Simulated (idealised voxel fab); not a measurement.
process module | voxel self aligned contacts
cross-section cut | 170 nm wide | cells 5 nm
A cross-section is a grid of square cells, given in bands from the top down. A band is one or more rows of cells.
Each band's line starts with the height of the band's top and of its bottom, in nm. Then come its materials from left to right, each with its width in nm. One material with "throughout" fills the band from edge to edge. "air" is empty space.
Height 0 is the level under which the wafer as received is all one material. The lowest band goes on downwards, as in "0 down".
A width such as "30 to 40" changes by the same amount from each row of cells to the next, from the band's top row to its bottom row.
"no change" after a step means that no cell of the cross-section changed.
closed voids: empty space of 8 cells or more with no open way to the top, each as width x height at its distance from the left edge, in nm
after a step's settings: what the simulator itself notes on the step
overlay nm, on a step with a mask: how far to the right of its planned place the mask lay; to the left if negative
Each pair below shows a cross-section before one step and the cross-section after it, down to the lowest band that changed. The line under each pair gives the step between them, with its settings. The pairs can come from different runs of this module on the same starting wafer, so a pair continues from the pair above only where its "before" says so.
before
  65 to 60: TiN 60 | air 45 | TiN 65
  60 to 50: SiO2 55 | TiN 5 to 25 | air 45 to 5 | TiN 5 to 25 | SiO2 60
  50 to 35: SiO2 20 | SiN 55 | TiN 5 | air 5 | TiN 5 | SiN 55 | SiO2 25
  35 to 30: SiO2 20 | SiN 55 | TiN 15 | SiN 55 | SiO2 25
  30 to 5: TiN throughout
  5 to 0: SiO2 throughout
  0 down: Si throughout
  closed voids: none
after
  75 to 65: Ru throughout
  65 to 60: TiN 60 | Ru 45 | TiN 65
  60 to 50: SiO2 55 | TiN 5 to 25 | Ru 45 to 5 | TiN 5 to 25 | SiO2 60
  50 to 35: SiO2 20 | SiN 55 | TiN 5 | Ru 5 | TiN 5 | SiN 55 | SiO2 25
  below 35: unchanged
  closed voids: none
the step between: op FILL_DEP | material Ru | thk nm 10
before: the cross-section after the pair above
after
  60 to 50: SiO2 55 | TiN 5 to 25 | Ru 45 to 5 | TiN 5 to 25 | SiO2 60
  below 50: unchanged
  closed voids: none
the step between: op CMP | height nm 60
before: the cross-section after the pair above
after
  65 to 60: SiCN throughout
  below 60: unchanged
  closed voids: none
the step between: op CONFORMAL_DEP | material SiCN | thk nm 5
before
  60 to 50: SiO2 throughout
  50 to 30: SiO2 20 | SiN 55 | SiO2 15 | SiN 55 | SiO2 25
  30 to 5: SiO2 20 | SiN 10 | polySi 35 | SiN 10 | SiO2 15 | SiN 10 | polySi 35 | SiN 10 | SiO2 25
  5 to 0: SiO2 throughout
  0 down: Si throughout
  closed voids: none
after
  75 to 60: air 55 | resist 55 | air 60
  below 60: unchanged
  closed voids: none
the step between: op PATTERN | tone cover | mask id CONTACT | material resist | width nm 55 | thk nm 15 | overlay nm 0
before: the cross-section after the pair above
after
  75 to 60: air 55 | resist 55 | air 60
  60 to 50: air 55 | SiO2 55 | air 60
  50 to 30: air 20 | SiN 55 | SiO2 15 | SiN 55 | air 25
  30 to 5: air 20 | SiN 10 | polySi 35 | SiN 10 | SiO2 15 | SiN 10 | polySi 35 | SiN 10 | air 25
  5 to 0: air 20 | SiO2 125 | air 25
  below 0: unchanged
  closed voids: none
the step between: op DIRECTIONAL_ETCH | etch materials SiO2 | depth nm 60
before: the cross-section after the pair above
after
  60 to 50: air 55 | SiO2 55 | air 60
  below 50: unchanged
  closed voids: none
the step between: op STRIP | etch materials resist
before: the cross-section after the pair above
after
  65 to 60: air 50 | TiN 65 | air 55
  60 to 50: air 50 to 15 | TiN 5 to 40 | SiO2 55 | TiN 5 to 40 | air 55 to 20
  50 to 30: air 15 | TiN 5 | SiN 55 | SiO2 15 | SiN 55 | TiN 5 | air 20
  30 to 5: air 15 | TiN 5 | SiN 10 | polySi 35 | SiN 10 | SiO2 15 | SiN 10 | polySi 35 | SiN 10 | TiN 5 | air 20
  5 to 0: TiN 20 | SiO2 125 | TiN 25
  below 0: unchanged
  closed voids: none
the step between: op CONFORMAL_DEP | material TiN | thk nm 5
before: the cross-section after the pair above
after
  75 to 65: Ru throughout
  65 to 60: Ru 50 | TiN 65 | Ru 55
  60 to 50: Ru 50 to 15 | TiN 5 to 40 | SiO2 55 | TiN 5 to 40 | Ru 55 to 20
  50 to 30: Ru 15 | TiN 5 | SiN 55 | SiO2 15 | SiN 55 | TiN 5 | Ru 20
  30 to 5: Ru 15 | TiN 5 | SiN 10 | polySi 35 | SiN 10 | SiO2 15 | SiN 10 | polySi 35 | SiN 10 | TiN 5 | Ru 20
  below 5: unchanged
  closed voids: none
the step between: op FILL_DEP | material Ru | thk nm 10
before: the cross-section after the pair above
after
  60 to 50: Ru 50 to 15 | TiN 5 to 40 | SiO2 55 | TiN 5 to 40 | Ru 55 to 20
  below 50: unchanged
  closed voids: none
the step between: op CMP | height nm 60
before: the cross-section after the pair above
after
  65 to 60: SiCN throughout
  below 60: unchanged
  closed voids: none
the step between: op CONFORMAL_DEP | material SiCN | thk nm 5
